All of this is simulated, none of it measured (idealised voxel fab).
voxel capacitor over wiring: a process module
In the cross-section labelled cut, the width is 155 nm and each square cell is 5 nm.
Cross-section layout: square cells on a grid; listed as bands, top to bottom; a band spans one or more cell rows.
Band: top height; bottom height; in nm. Then, left to right: material with width in nm, for each material. "all across": a single material spanning edge to edge. "empty": empty space.
Zero point of the height axis is 0; under it, received wafer = one material. Lowest band: continues down indefinitely, "0 down".
Graded width ("30 to 40"): value in top row of band = first number; value in bottom row = second number; row-to-row change constant.
When a step is marked "nothing changed", none of the cells in the cross-section changed during that step.
Look at "Closed void entries" for the closed voids: empty spaces with no open path to the top, sized 8 cells or up. Each is width x height at distance, distance from the left edge, all nm.
If you see something after the settings on a step's line, that's the simulator's own remark about that step.
overlay nm, on a step with a mask: how far to the right of its planned place the mask lay; to the left if negative
Reading guide: pairs of cross-sections, before and after one process step; after view cut off at lowest changed band; step and settings listed under each pair. Pairs may stem from different runs of this module on the same starting wafer; continuity with the pair above only where the "Before-step section" entry states it.

Before-step section:
    0 down = Si all across
    Closed void entries: none

As Processed:
    15 to 0 = SiO2 all across
    No changes below 0.
    Closed void entries: none
What sits between those two cross-sections? CONFORMAL_DEP,material SiO2,thk nm 15

Before-step section: we pick up right where the pair above leaves off, with its after cross-section.

As Processed:
    20 to 15 = TiN all across
    No changes below 15.
    Closed void entries: none
What sits between those two cross-sections? DIRECTIONAL_DEP,material TiN,thk nm 5

Before-step section: we pick up right where the pair above leaves off, with its after cross-section.

As Processed:
    35 to 20 = W all across
    No changes below 20.
    Closed void entries: none
What sits between those two cross-sections? DIRECTIONAL_DEP,material W,thk nm 15

Before-step section: we pick up right where the pair above leaves off, with its after cross-section.

As Processed:
    45 to 35 = aC all across
    No changes below 35.
    Closed void entries: none
What sits between those two cross-sections? DIRECTIONAL_DEP,material aC,thk nm 10

Before-step section: we pick up right where the pair above leaves off, with its after cross-section.

As Processed:
    70 to 45 = empty 30, resist 20, empty 55, resist 20, empty 30
    No changes below 45.
    Closed void entries: none
What sits between those two cross-sections? PATTERN,tone cover,mask id METAL_1,material resist,width nm 20,pitch nm 75,thk nm 25,overlay nm 0

Before-step section: we pick up right where the pair above leaves off, with its after cross-section.

As Processed:
    60 to 45 = empty 30, resist 20, empty 55, resist 20, empty 30
    45 to 35 = empty 30, aC 20, empty 55, aC 20, empty 30
    No changes below 35.
    Closed void entries: none
What sits between those two cross-sections? DIRECTIONAL_ETCH,etch materials aC,depth nm 10

Before-step section: we pick up right where the pair above leaves off, with its after cross-section.

As Processed:
    45 to 35 = empty 30, aC 20, empty 55, aC 20, empty 30
    No changes below 35.
    Closed void entries: none
What sits between those two cross-sections? STRIP,etch materials resist

Before-step section: we pick up right where the pair above leaves off, with its after cross-section.

As Processed:
    45 to 35 = empty 30, aC 20, empty 55, aC 20, empty 30
    35 to 20 = empty 30, W 20, empty 55, W 20, empty 30
    No changes below 20.
    Closed void entries: none
What sits between those two cross-sections? DIRECTIONAL_ETCH,etch materials W,depth nm 15

Before-step section: we pick up right where the pair above leaves off, with its after cross-section.

As Processed:
    45 to 35 = empty 30, aC 20, empty 55, aC 20, empty 30
    35 to 20 = empty 30, W 20, empty 55, W 20, empty 30
    20 to 15 = empty 30, TiN 20, empty 55, TiN 20, empty 30
    No changes below 15.
    Closed void entries: none
What sits between those two cross-sections? DIRECTIONAL_ETCH,etch materials TiN,depth nm 5

Before-step section: we pick up right where the pair above leaves off, with its after cross-section.

As Processed:
    35 to 20 = empty 30, W 20, empty 55, W 20, empty 30
    No changes below 20.
    Closed void entries: none
What sits between those two cross-sections? STRIP,etch materials aC

Before-step section: we pick up right where the pair above leaves off, with its after cross-section.

As Processed:
    45 to 35 = SiO2 all across
    35 to 20 = SiO2 30, W 20, SiO2 55, W 20, SiO2 30
    20 to 15 = SiO2 30, TiN 20, SiO2 55, TiN 20, SiO2 30
    No changes below 15.
    Closed void entries: none
What sits between those two cross-sections? FILL_DEP,material SiO2,thk nm 10

Before-step section: we pick up right where the pair above leaves off, with its after cross-section.

As Processed:
    35 to 20 = SiO2 30, W 20, SiO2 55, W 20, SiO2 30
    No changes below 20.
    Closed void entries: none
What sits between those two cross-sections? CMP,height nm 35

Before-step section: we pick up right where the pair above leaves off, with its after cross-section.

As Processed:
    40 to 35 = SiCN all across
    No changes below 35.
    Closed void entries: none
What sits between those two cross-sections? CONFORMAL_DEP,material SiCN,thk nm 5

Before-step section: we pick up right where the pair above leaves off, with its after cross-section.

As Processed:
    60 to 40 = lowk all across
    No changes below 40.
    Closed void entries: none
What sits between those two cross-sections? DIRECTIONAL_DEP,material lowk,thk nm 20

Before-step section: we pick up right where the pair above leaves off, with its after cross-section.

As Processed:
    75 to 60 = resist 35, empty 15, resist 105
    No changes below 60.
    Closed void entries: none
What sits between those two cross-sections? PATTERN,tone open,mask id PLUG_1,material resist,width nm 15,thk nm 15,overlay nm 0

Before-step section: we pick up right where the pair above leaves off, with its after cross-section.

As Processed:
    75 to 60 = resist 35, empty 15, resist 105
    60 to 40 = lowk 35, empty 15, lowk 105
    No changes below 40.
    Closed void entries: none
What sits between those two cross-sections? DIRECTIONAL_ETCH,etch materials lowk,depth nm 20

Before-step section: we pick up right where the pair above leaves off, with its after cross-section.

As Processed:
    75 to 60 = resist 35, empty 15, resist 105
    60 to 40 = lowk 35, empty 15, lowk 105
    40 to 35 = SiCN 35, empty 15, SiCN 105
    No changes below 35.
    Closed void entries: none
What sits between those two cross-sections? DIRECTIONAL_ETCH,etch materials SiCN,depth nm 5

Before-step section: we pick up right where the pair above leaves off, with its after cross-section.

As Processed:
    60 to 40 = lowk 35, empty 15, lowk 105
    No changes below 40.
    Closed void entries: none
What sits between those two cross-sections? STRIP,etch materials resist

Before-step section: we pick up right where the pair above leaves off, with its after cross-section.

As Processed:
    60 to 45 = lowk 35, empty 15, lowk 105
    45 to 40 = lowk 35, Ru 15, lowk 105
    40 to 35 = SiCN 35, Ru 15, SiCN 105
    No changes below 35.
    Closed void entries: none
What sits between those two cross-sections? EPI,material Ru,thk nm 10

Before-step section: we pick up right where the pair above leaves off, with its after cross-section.

As Processed:
    60 to 55 = lowk 35, empty 15, lowk 105
    55 to 40 = lowk 35, Ru 15, lowk 105
    No changes below 40.
    Closed void entries: none
What sits between those two cross-sections? EPI,material Ru,thk nm 10

Before-step section: we pick up right where the pair above leaves off, with its after cross-section.

As Processed:
    60 to 40 = lowk 35, Ru 15, lowk 105
    No changes below 40.
    Closed void entries: none
What sits between those two cross-sections? EPI,material Ru,thk nm 5

Before-step section: we pick up right where the pair above leaves off, with its after cross-section.

As Processed:
    70 to 60 = TiN all across
    No changes below 60.
    Closed void entries: none
What sits between those two cross-sections? DIRECTIONAL_DEP,material TiN,thk nm 10

Before-step section: we pick up right where the pair above leaves off, with its after cross-section.

As Processed:
    75 to 70 = SiN all across
    No changes below 70.
    Closed void entries: none
What sits between those two cross-sections? DIRECTIONAL_DEP,material SiN,thk nm 5

Before-step section: we pick up right where the pair above leaves off, with its after cross-section.

As Processed:
    85 to 75 = TiN all across
    No changes below 75.
    Closed void entries: none
What sits between those two cross-sections? DIRECTIONAL_DEP,material TiN,thk nm 10

Before-step section: we pick up right where the pair above leaves off, with its after cross-section.

As Processed:
    85 to 75 = empty 35, TiN 60, empty 60
    No changes below 75.
    Closed void entries: none
What sits between those two cross-sections? MASKED_ETCH,tone cover,mask id UPPER_PLATE,width nm 60,etch materials TiN,depth nm 10,overlay nm 0

Before-step section: we pick up right where the pair above leaves off, with its after cross-section.

As Processed:
    85 to 75 = empty 35, TiN 60, empty 60
    75 to 70 = empty 35, SiN 60, empty 60
    No changes below 70.
    Closed void entries: none
What sits between those two cross-sections? MASKED_ETCH,tone cover,mask id UPPER_PLATE,width nm 60,etch materials SiN,depth nm 5,overlay nm 0

Before-step section: we pick up right where the pair above leaves off, with its after cross-section.

As Processed:
    85 to 75 = empty 35, TiN 60, empty 60
    75 to 70 = empty 35, SiN 60, empty 60
    70 to 60 = empty 30, TiN 70, empty 55
    No changes below 60.
    Closed void entries: none
What sits between those two cross-sections? MASKED_ETCH,tone cover,mask id LOWER_PLATE,width nm 70,etch materials TiN,depth nm 10,overlay nm 0

Before-step section: we pick up right where the pair above leaves off, with its after cross-section.

As Processed:
    100 to 85 = SiO2 all across
    85 to 75 = SiO2 35, TiN 60, SiO2 60
    75 to 70 = SiO2 35, SiN 60, SiO2 60
    70 to 60 = SiO2 30, TiN 70, SiO2 55
    No changes below 60.
    Closed void entries: none
What sits between those two cross-sections? FILL_DEP,material SiO2,thk nm 15

Before-step section: we pick up right where the pair above leaves off, with its after cross-section.

As Processed:
    95 to 85 = SiO2 all across
    No changes below 85.
    Closed void entries: none
What sits between those two cross-sections? CMP,height nm 95

Before-step section: we pick up right where the pair above leaves off, with its after cross-section.

As Processed:
    95 to 85 = SiO2 45, empty 15, SiO2 95
    No changes below 85.
    Closed void entries: none
What sits between those two cross-sections? MASKED_ETCH,tone open,mask id PLUG_2,width nm 15,etch materials SiO2,depth nm 10,overlay nm 0

Before-step section: we pick up right where the pair above leaves off, with its after cross-section.

As Processed:
    100 to 95 = TiN 50, empty 5, TiN 100
    95 to 90 = SiO2 45, TiN 5, empty 5, TiN 5, SiO2 95
    90 to 85 = SiO2 45, TiN 15, SiO2 95
    No changes below 85.
    Closed void entries: none
What sits between those two cross-sections? CONFORMAL_DEP,material TiN,thk nm 5

Before-step section: we pick up right where the pair above leaves off, with its after cross-section.

As Processed:
    105 to 100 = Ru all across
    100 to 95 = TiN 50, Ru 5, TiN 100
    95 to 90 = SiO2 45, TiN 5, Ru 5, TiN 5, SiO2 95
    No changes below 90.
    Closed void entries: none
What sits between those two cross-sections? FILL_DEP,material Ru,thk nm 5

Before-step section: we pick up right where the pair above leaves off, with its after cross-section.

As Processed:
    95 to 90 = SiO2 45, TiN 5, Ru 5, TiN 5, SiO2 95
    No changes below 90.
    Closed void entries: none
What sits between those two cross-sections? CMP,height nm 95

Before-step section: we pick up right where the pair above leaves off, with its after cross-section.

As Processed:
    100 to 95 = SiN all across
    No changes below 95.
    Closed void entries: none
What sits between those two cross-sections? CONFORMAL_DEP,material SiN,thk nm 5

Before-step section:
    60 to 45 = lowk 35, empty 15, lowk 105
    45 to 40 = lowk 35, Ru 15, lowk 105
    40 to 35 = SiCN 35, Ru 15, SiCN 105
    35 to 20 = SiO2 30, W 20, SiO2 55, W 20, SiO2 30
    20 to 15 = SiO2 30, TiN 20, SiO2 55, TiN 20, SiO2 30
    15 to 0 = SiO2 all across
    0 down = Si all across
    Closed void entries: none

As Processed:
    60 to 50 = lowk 35, empty 15, lowk 105
    50 to 40 = lowk 35, Ru 15, lowk 105
    No changes below 40.
    Closed void entries: none
What sits between those two cross-sections? EPI,material Ru,thk nm 5

Before-step section: we pick up right where the pair above leaves off, with its after cross-section.

As Processed:
    70 to 60 = TiN 35, empty 15, TiN 105
    60 to 50 = lowk 35, TiN 15, lowk 105
    No changes below 50.
    Closed void entries: none
What sits between those two cross-sections? DIRECTIONAL_DEP,material TiN,thk nm 10

Before-step section: we pick up right where the pair above leaves off, with its after cross-section.

As Processed:
    75 to 70 = SiN 35, empty 15, SiN 105
    70 to 65 = TiN 35, empty 15, TiN 105
    65 to 60 = TiN 35, SiN 15, TiN 105
    No changes below 60.
    Closed void entries: none
What sits between those two cross-sections? DIRECTIONAL_DEP,material SiN,thk nm 5

Before-step section: we pick up right where the pair above leaves off, with its after cross-section.

As Processed:
    85 to 75 = TiN 35, empty 15, TiN 105
    75 to 70 = SiN 35, TiN 15, SiN 105
    70 to 65 = TiN all across
    No changes below 65.
    Closed void entries: none
What sits between those two cross-sections? DIRECTIONAL_DEP,material TiN,thk nm 10

Before-step section: we pick up right where the pair above leaves off, with its after cross-section.

As Processed:
    85 to 75 = empty 50, TiN 45, empty 60
    No changes below 75.
    Closed void entries: none
What sits between those two cross-sections? MASKED_ETCH,tone cover,mask id UPPER_PLATE,width nm 60,etch materials TiN,depth nm 10,overlay nm 0

Before-step section: we pick up right where the pair above leaves off, with its after cross-section.

As Processed:
    85 to 75 = empty 50, TiN 45, empty 60
    75 to 70 = empty 35, TiN 15, SiN 45, empty 60
    No changes below 70.
    Closed void entries: none
What sits between those two cross-sections? MASKED_ETCH,tone cover,mask id UPPER_PLATE,width nm 60,etch materials SiN,depth nm 5,overlay nm 0

Before-step section: we pick up right where the pair above leaves off, with its after cross-section.

As Processed:
    85 to 75 = empty 50, TiN 45, empty 60
    75 to 70 = empty 35, TiN 15, SiN 45, empty 60
    70 to 65 = empty 30, TiN 70, empty 55
    65 to 60 = empty 30, TiN 5, SiN 15, TiN 50, empty 55
    No changes below 60.
    Closed void entries: none
What sits between those two cross-sections? MASKED_ETCH,tone cover,mask id LOWER_PLATE,width nm 70,etch materials TiN,depth nm 10,overlay nm 0

Before-step section: we pick up right where the pair above leaves off, with its after cross-section.

As Processed:
    100 to 85 = SiO2 all across
    85 to 75 = SiO2 50, TiN 45, SiO2 60
    75 to 70 = SiO2 35, TiN 15, SiN 45, SiO2 60
    70 to 65 = SiO2 30, TiN 70, SiO2 55
    65 to 60 = SiO2 30, TiN 5, SiN 15, TiN 50, SiO2 55
    No changes below 60.
    Closed void entries: none
What sits between those two cross-sections? FILL_DEP,material SiO2,thk nm 15

Before-step section: we pick up right where the pair above leaves off, with its after cross-section.

As Processed:
    95 to 85 = SiO2 all across
    No changes below 85.
    Closed void entries: none
What sits between those two cross-sections? CMP,height nm 95

Before-step section: we pick up right where the pair above leaves off, with its after cross-section.

As Processed:
    95 to 85 = SiO2 45, empty 15, SiO2 95
    No changes below 85.
    Closed void entries: none
What sits between those two cross-sections? MASKED_ETCH,tone open,mask id PLUG_2,width nm 15,etch materials SiO2,depth nm 10,overlay nm 0

Before-step section: we pick up right where the pair above leaves off, with its after cross-section.

As Processed:
    100 to 95 = TiN 50, empty 5, TiN 100
    95 to 90 = SiO2 45, TiN 5, empty 5, TiN 5, SiO2 95
    90 to 85 = SiO2 45, TiN 15, SiO2 95
    No changes below 85.
    Closed void entries: none
What sits between those two cross-sections? CONFORMAL_DEP,material TiN,thk nm 5

Before-step section: we pick up right where the pair above leaves off, with its after cross-section.

As Processed:
    105 to 100 = Ru all across
    100 to 95 = TiN 50, Ru 5, TiN 100
    95 to 90 = SiO2 45, TiN 5, Ru 5, TiN 5, SiO2 95
    No changes below 90.
    Closed void entries: none
What sits between those two cross-sections? FILL_DEP,material Ru,thk nm 5

Before-step section: we pick up right where the pair above leaves off, with its after cross-section.

As Processed:
    95 to 90 = SiO2 45, TiN 5, Ru 5, TiN 5, SiO2 95
    No changes below 90.
    Closed void entries: none
What sits between those two cross-sections? CMP,height nm 95

Before-step section: we pick up right where the pair above leaves off, with its after cross-section.

As Processed:
    100 to 95 = SiN all across
    No changes below 95.
    Closed void entries: none
What sits between those two cross-sections? CONFORMAL_DEP,material SiN,thk nm 5

Before-step section:
    60 to 55 = lowk 35, empty 15, lowk 105
    55 to 40 = lowk 35, Ru 15, lowk 105
    40 to 35 = SiCN 35, Ru 15, SiCN 105
    35 to 20 = SiO2 30, W 20, SiO2 55, W 20, SiO2 30
    20 to 15 = SiO2 30, TiN 20, SiO2 55, TiN 20, SiO2 30
    15 to 0 = SiO2 all across
    0 down = Si all across
    Closed void entries: none

As Processed:
    65 to 60 = empty 30, Ru 25, empty 100
    60 to 40 = lowk 35, Ru 15, lowk 105
    No changes below 40.
    Closed void entries: none
What sits between those two cross-sections? EPI,material Ru,thk nm 10

Before-step section: we pick up right where the pair above leaves off, with its after cross-section.

As Processed:
    70 to 60 = empty 25, Ru 35, empty 95
    No changes below 60.
    Closed void entries: none
What sits between those two cross-sections? EPI,material Ru,thk nm 5

Before-step section: we pick up right where the pair above leaves off, with its after cross-section.

As Processed:
    80 to 70 = empty 25, TiN 35, empty 95
    70 to 60 = TiN 25, Ru 35, TiN 95
    No changes below 60.
    Closed void entries: none
What sits between those two cross-sections? DIRECTIONAL_DEP,material TiN,thk nm 10

Before-step section: we pick up right where the pair above leaves off, with its after cross-section.

As Processed:
    85 to 80 = empty 25, SiN 35, empty 95
    80 to 75 = empty 25, TiN 35, empty 95
    75 to 70 = SiN 25, TiN 35, SiN 95
    No changes below 70.
    Closed void entries: none
What sits between those two cross-sections? DIRECTIONAL_DEP,material SiN,thk nm 5

Before-step section: we pick up right where the pair above leaves off, with its after cross-section.

As Processed:
    95 to 85 = empty 25, TiN 35, empty 95
    85 to 80 = TiN 25, SiN 35, TiN 95
    80 to 75 = TiN all across
    No changes below 75.
    Closed void entries: none
What sits between those two cross-sections? DIRECTIONAL_DEP,material TiN,thk nm 10

Before-step section: we pick up right where the pair above leaves off, with its after cross-section.

As Processed:
    95 to 85 = empty 35, TiN 25, empty 95
    85 to 80 = empty 25, SiN 35, TiN 35, empty 60
    80 to 75 = empty 25, TiN 70, empty 60
    No changes below 75.
    Closed void entries: none
What sits between those two cross-sections? MASKED_ETCH,tone cover,mask id UPPER_PLATE,width nm 60,etch materials TiN,depth nm 10,overlay nm 0

Before-step section: we pick up right where the pair above leaves off, with its after cross-section.

As Processed:
    95 to 85 = empty 35, TiN 25, empty 95
    85 to 80 = empty 35, SiN 25, TiN 35, empty 60
    80 to 75 = empty 25, TiN 70, empty 60
    75 to 70 = empty 25, TiN 35, SiN 35, empty 60
    No changes below 70.
    Closed void entries: none
What sits between those two cross-sections? MASKED_ETCH,tone cover,mask id UPPER_PLATE,width nm 60,etch materials SiN,depth nm 5,overlay nm 0

Before-step section: we pick up right where the pair above leaves off, with its after cross-section.

As Processed:
    95 to 85 = empty 35, TiN 25, empty 95
    85 to 80 = empty 35, SiN 25, TiN 35, empty 60
    80 to 75 = empty 30, TiN 65, empty 60
    75 to 70 = empty 30, TiN 30, SiN 35, empty 60
    70 to 60 = empty 25, Ru 35, TiN 40, empty 55
    No changes below 60.
    Closed void entries: none
What sits between those two cross-sections? MASKED_ETCH,tone cover,mask id LOWER_PLATE,width nm 70,etch materials TiN,depth nm 10,overlay nm 0

Before-step section: we pick up right where the pair above leaves off, with its after cross-section.

As Processed:
    110 to 95 = SiO2 all across
    95 to 85 = SiO2 35, TiN 25, SiO2 95
    85 to 80 = SiO2 35, SiN 25, TiN 35, SiO2 60
    80 to 75 = SiO2 30, TiN 65, SiO2 60
    75 to 70 = SiO2 30, TiN 30, SiN 35, SiO2 60
    70 to 60 = SiO2 25, Ru 35, TiN 40, SiO2 55
    No changes below 60.
    Closed void entries: none
What sits between those two cross-sections? FILL_DEP,material SiO2,thk nm 15

Before-step section: we pick up right where the pair above leaves off, with its after cross-section.

As Processed:
    95 to 85 = SiO2 35, TiN 25, SiO2 95
    No changes below 85.
    Closed void entries: none
What sits between those two cross-sections? CMP,height nm 95

Before-step section: we pick up right where the pair above leaves off, with its after cross-section.

As Processed:
    100 to 95 = TiN all across
    No changes below 95.
    Closed void entries: none
What sits between those two cross-sections? CONFORMAL_DEP,material TiN,thk nm 5

Before-step section: we pick up right where the pair above leaves off, with its after cross-section.

As Processed:
    105 to 100 = Ru all across
    No changes below 100.
    Closed void entries: none
What sits between those two cross-sections? FILL_DEP,material Ru,thk nm 5

Before-step section: we pick up right where the pair above leaves off, with its after cross-section.

As Processed:
    95 to 85 = SiO2 35, TiN 25, SiO2 95
    No changes below 85.
    Closed void entries: none
What sits between those two cross-sections? CMP,height nm 95

Before-step section: we pick up right where the pair above leaves off, with its after cross-section.

As Processed:
    100 to 95 = SiN all across
    No changes below 95.
    Closed void entries: none
What sits between those two cross-sections? CONFORMAL_DEP,material SiN,thk nm 5

Before-step section:
    60 to 55 = lowk 35, empty 15, lowk 105
    55 to 40 = lowk 35, Ru 15, lowk 105
    40 to 35 = SiCN 35, Ru 15, SiCN 105
    35 to 20 = SiO2 30, W 20, SiO2 55, W 20, SiO2 30
    20 to 15 = SiO2 30, TiN 20, SiO2 55, TiN 20, SiO2 30
    15 to 0 = SiO2 all across
    0 down = Si all across
    Closed void entries: none

As Processed:
    70 to 65 = TiN 35, empty 15, TiN 105
    65 to 60 = TiN all across
    60 to 55 = lowk 35, TiN 15, lowk 105
    No changes below 55.
    Closed void entries: none
What sits between those two cross-sections? DIRECTIONAL_DEP,material TiN,thk nm 10

Before-step section: we pick up right where the pair above leaves off, with its after cross-section.

As Processed:
    75 to 70 = Ru 40, empty 5, Ru 110
    70 to 65 = TiN 35, Ru 15, TiN 105
    No changes below 65.
    Closed void entries: none
What sits between those two cross-sections? EPI,material Ru,thk nm 5

Before-step section: we pick up right where the pair above leaves off, with its after cross-section.

As Processed:
    80 to 75 = SiN 40, empty 5, SiN 110
    75 to 70 = Ru 40, SiN 5, Ru 110
    No changes below 70.
    Closed void entries: none
What sits between those two cross-sections? DIRECTIONAL_DEP,material SiN,thk nm 5

Before-step section: we pick up right where the pair above leaves off, with its after cross-section.

As Processed:
    90 to 85 = TiN 40, empty 5, TiN 110
    85 to 80 = TiN all across
    80 to 75 = SiN 40, TiN 5, SiN 110
    No changes below 75.
    Closed void entries: none
What sits between those two cross-sections? DIRECTIONAL_DEP,material TiN,thk nm 10

Before-step section: we pick up right where the pair above leaves off, with its after cross-section.

As Processed:
    90 to 85 = empty 35, TiN 5, empty 5, TiN 50, empty 60
    85 to 80 = empty 35, TiN 60, empty 60
    No changes below 80.
    Closed void entries: none
What sits between those two cross-sections? MASKED_ETCH,tone cover,mask id UPPER_PLATE,width nm 60,etch materials TiN,depth nm 10,overlay nm 0

Before-step section: we pick up right where the pair above leaves off, with its after cross-section.

As Processed:
    90 to 85 = empty 35, TiN 5, empty 5, TiN 50, empty 60
    85 to 80 = empty 35, TiN 60, empty 60
    80 to 75 = empty 35, SiN 5, TiN 5, SiN 50, empty 60
    No changes below 75.
    Closed void entries: none
What sits between those two cross-sections? MASKED_ETCH,tone cover,mask id UPPER_PLATE,width nm 60,etch materials SiN,depth nm 5,overlay nm 0

Before-step section: we pick up right where the pair above leaves off, with its after cross-section.

As Processed:
    105 to 90 = SiO2 all across
    90 to 85 = SiO2 35, TiN 5, SiO2 5, TiN 50, SiO2 60
    85 to 80 = SiO2 35, TiN 60, SiO2 60
    80 to 75 = SiO2 35, SiN 5, TiN 5, SiN 50, SiO2 60
    No changes below 75.
    Closed void entries: none
What sits between those two cross-sections? FILL_DEP,material SiO2,thk nm 15

Before-step section: we pick up right where the pair above leaves off, with its after cross-section.

As Processed:
    95 to 90 = SiO2 all across
    No changes below 90.
    Closed void entries: none
What sits between those two cross-sections? CMP,height nm 95

Before-step section: we pick up right where the pair above leaves off, with its after cross-section.

As Processed:
    95 to 90 = SiO2 45, empty 15, SiO2 95
    No changes below 90.
    Closed void entries: none
What sits between those two cross-sections? MASKED_ETCH,tone open,mask id PLUG_2,width nm 15,etch materials SiO2,depth nm 10,overlay nm 0

Before-step section: we pick up right where the pair above leaves off, with its after cross-section.

As Processed:
    100 to 95 = TiN 50, empty 5, TiN 100
    95 to 90 = SiO2 45, TiN 15, SiO2 95
    No changes below 90.
    Closed void entries: none
What sits between those two cross-sections? CONFORMAL_DEP,material TiN,thk nm 5

Before-step section: we pick up right where the pair above leaves off, with its after cross-section.

As Processed:
    105 to 100 = Ru all across
    100 to 95 = TiN 50, Ru 5, TiN 100
    No changes below 95.
    Closed void entries: none
What sits between those two cross-sections? FILL_DEP,material Ru,thk nm 5

Before-step section: we pick up right where the pair above leaves off, with its after cross-section.

As Processed:
    95 to 90 = SiO2 45, TiN 15, SiO2 95
    No changes below 90.
    Closed void entries: none
What sits between those two cross-sections? CMP,height nm 95

Before-step section: we pick up right where the pair above leaves off, with its after cross-section.

As Processed:
    100 to 95 = SiN all across
    No changes below 95.
    Closed void entries: none
What sits between those two cross-sections? CONFORMAL_DEP,material SiN,thk nm 5

Before-step section:
    105 to 100 = Ru all across
    100 to 95 = TiN 50, Ru 5, TiN 100
    95 to 90 = SiO2 45, TiN 5, Ru 5, TiN 5, SiO2 95
    90 to 85 = SiO2 45, TiN 15, SiO2 95
    85 to 75 = SiO2 35, TiN 60, SiO2 60
    75 to 70 = SiO2 35, SiN 60, SiO2 60
    70 to 60 = SiO2 30, TiN 70, SiO2 55
    60 to 40 = lowk 35, Ru 15, lowk 105
    40 to 35 = SiCN 35, Ru 15, SiCN 105
    35 to 20 = SiO2 30, W 20, SiO2 55, W 20, SiO2 30
    20 to 15 = SiO2 30, TiN 20, SiO2 55, TiN 20, SiO2 30
    15 to 0 = SiO2 all across
    0 down = Si all across
    Closed void entries: none

As Processed:
    85 to 75 = SiO2 35, TiN 60, SiO2 60
    No changes below 75.
    Closed void entries: none
What sits between those two cross-sections? CMP,height nm 85

Before-step section: we pick up right where the pair above leaves off, with its after cross-section.

As Processed:
    90 to 85 = SiN all across
    No changes below 85.
    Closed void entries: none
What sits between those two cross-sections? CONFORMAL_DEP,material SiN,thk nm 5

Before-step section:
    85 to 75 = empty 35, TiN 60, empty 60
    75 to 70 = empty 35, SiN 60, empty 60
    70 to 60 = TiN all across
    60 to 40 = lowk 35, Ru 15, lowk 105
    40 to 35 = SiCN 35, Ru 15, SiCN 105
    35 to 20 = SiO2 30, W 20, SiO2 55, W 20, SiO2 30
    20 to 15 = SiO2 30, TiN 20, SiO2 55, TiN 20, SiO2 30
    15 to 0 = SiO2 all across
    0 down = Si all across
    Closed void entries: none

As Processed:
    85 to 75 = empty 35, TiN 60, empty 60
    75 to 70 = empty 35, SiN 60, empty 60
    70 to 60 = empty 25, TiN 80, empty 50
    No changes below 60.
    Closed void entries: none
What sits between those two cross-sections? MASKED_ETCH,tone cover,mask id LOWER_PLATE,width nm 80,etch materials TiN,depth nm 10,overlay nm 0

Before-step section: we pick up right where the pair above leaves off, with its after cross-section.

As Processed:
    100 to 85 = SiO2 all across
    85 to 75 = SiO2 35, TiN 60, SiO2 60
    75 to 70 = SiO2 35, SiN 60, SiO2 60
    70 to 60 = SiO2 25, TiN 80, SiO2 50
    No changes below 60.
    Closed void entries: none
What sits between those two cross-sections? FILL_DEP,material SiO2,thk nm 15

Before-step section: we pick up right where the pair above leaves off, with its after cross-section.

As Processed:
    95 to 85 = SiO2 all across
    No changes below 85.
    Closed void entries: none
What sits between those two cross-sections? CMP,height nm 95

Before-step section: we pick up right where the pair above leaves off, with its after cross-section.

As Processed:
    95 to 85 = SiO2 45, empty 15, SiO2 95
    No changes below 85.
    Closed void entries: none
What sits between those two cross-sections? MASKED_ETCH,tone open,mask id PLUG_2,width nm 15,etch materials SiO2,depth nm 10,overlay nm 0

Before-step section: we pick up right where the pair above leaves off, with its after cross-section.

As Processed:
    100 to 95 = TiN 50, empty 5, TiN 100
    95 to 90 = SiO2 45, TiN 5, empty 5, TiN 5, SiO2 95
    90 to 85 = SiO2 45, TiN 15, SiO2 95
    No changes below 85.
    Closed void entries: none
What sits between those two cross-sections? CONFORMAL_DEP,material TiN,thk nm 5

Before-step section: we pick up right where the pair above leaves off, with its after cross-section.

As Processed:
    105 to 100 = Ru all across
    100 to 95 = TiN 50, Ru 5, TiN 100
    95 to 90 = SiO2 45, TiN 5, Ru 5, TiN 5, SiO2 95
    No changes below 90.
    Closed void entries: none
What sits between those two cross-sections? FILL_DEP,material Ru,thk nm 5

Before-step section: we pick up right where the pair above leaves off, with its after cross-section.

As Processed:
    95 to 90 = SiO2 45, TiN 5, Ru 5, TiN 5, SiO2 95
    No changes below 90.
    Closed void entries: none
What sits between those two cross-sections? CMP,height nm 95

Before-step section: we pick up right where the pair above leaves off, with its after cross-section.

As Processed:
    100 to 95 = SiN all across
    No changes below 95.
    Closed void entries: none
What sits between those two cross-sections? CONFORMAL_DEP,material SiN,thk nm 5

Before-step section:
    95 to 85 = SiO2 all across
    85 to 75 = SiO2 35, TiN 60, SiO2 60
    75 to 70 = SiO2 35, SiN 60, SiO2 60
    70 to 60 = SiO2 30, TiN 70, SiO2 55
    60 to 40 = lowk 35, Ru 15, lowk 105
    40 to 35 = SiCN 35, Ru 15, SiCN 105
    35 to 20 = SiO2 30, W 20, SiO2 55, W 20, SiO2 30
    20 to 15 = SiO2 30, TiN 20, SiO2 55, TiN 20, SiO2 30
    15 to 0 = SiO2 all across
    0 down = Si all across
    Closed void entries: none

As Processed:
    95 to 85 = SiO2 40, empty 15, SiO2 100
    No changes below 85.
    Closed void entries: none
What sits between those two cross-sections? MASKED_ETCH,tone open,mask id PLUG_2,width nm 15,etch materials SiO2,depth nm 10,overlay nm -5

Before-step section: we pick up right where the pair above leaves off, with its after cross-section.

As Processed:
    100 to 95 = TiN 45, empty 5, TiN 105
    95 to 90 = SiO2 40, TiN 5, empty 5, TiN 5, SiO2 100
    90 to 85 = SiO2 40, TiN 15, SiO2 100
    No changes below 85.
    Closed void entries: none
What sits between those two cross-sections? CONFORMAL_DEP,material TiN,thk nm 5

Before-step section: we pick up right where the pair above leaves off, with its after cross-section.

As Processed:
    105 to 100 = Ru all across
    100 to 95 = TiN 45, Ru 5, TiN 105
    95 to 90 = SiO2 40, TiN 5, Ru 5, TiN 5, SiO2 100
    No changes below 90.
    Closed void entries: none
What sits between those two cross-sections? FILL_DEP,material Ru,thk nm 5

Before-step section: we pick up right where the pair above leaves off, with its after cross-section.

As Processed:
    95 to 90 = SiO2 40, TiN 5, Ru 5, TiN 5, SiO2 100
    No changes below 90.
    Closed void entries: none
What sits between those two cross-sections? CMP,height nm 95

Before-step section: we pick up right where the pair above leaves off, with its after cross-section.

As Processed:
    100 to 95 = SiN all across
    No changes below 95.
    Closed void entries: none
What sits between those two cross-sections? CONFORMAL_DEP,material SiN,thk nm 5

Before-step section:
    15 to 0 = SiO2 all across
    0 down = Si all across
    Closed void entries: none

As Processed:
    20 to 15 = lowk all across
    No changes below 15.
    Closed void entries: none
What sits between those two cross-sections? DIRECTIONAL_DEP,material lowk,thk nm 5

Before-step section: we pick up right where the pair above leaves off, with its after cross-section.

As Processed:
    35 to 20 = W all across
    No changes below 20.
    Closed void entries: none
What sits between those two cross-sections? DIRECTIONAL_DEP,material W,thk nm 15

Before-step section: we pick up right where the pair above leaves off, with its after cross-section.

As Processed:
    45 to 35 = aC all across
    No changes below 35.
    Closed void entries: none
What sits between those two cross-sections? DIRECTIONAL_DEP,material aC,thk nm 10
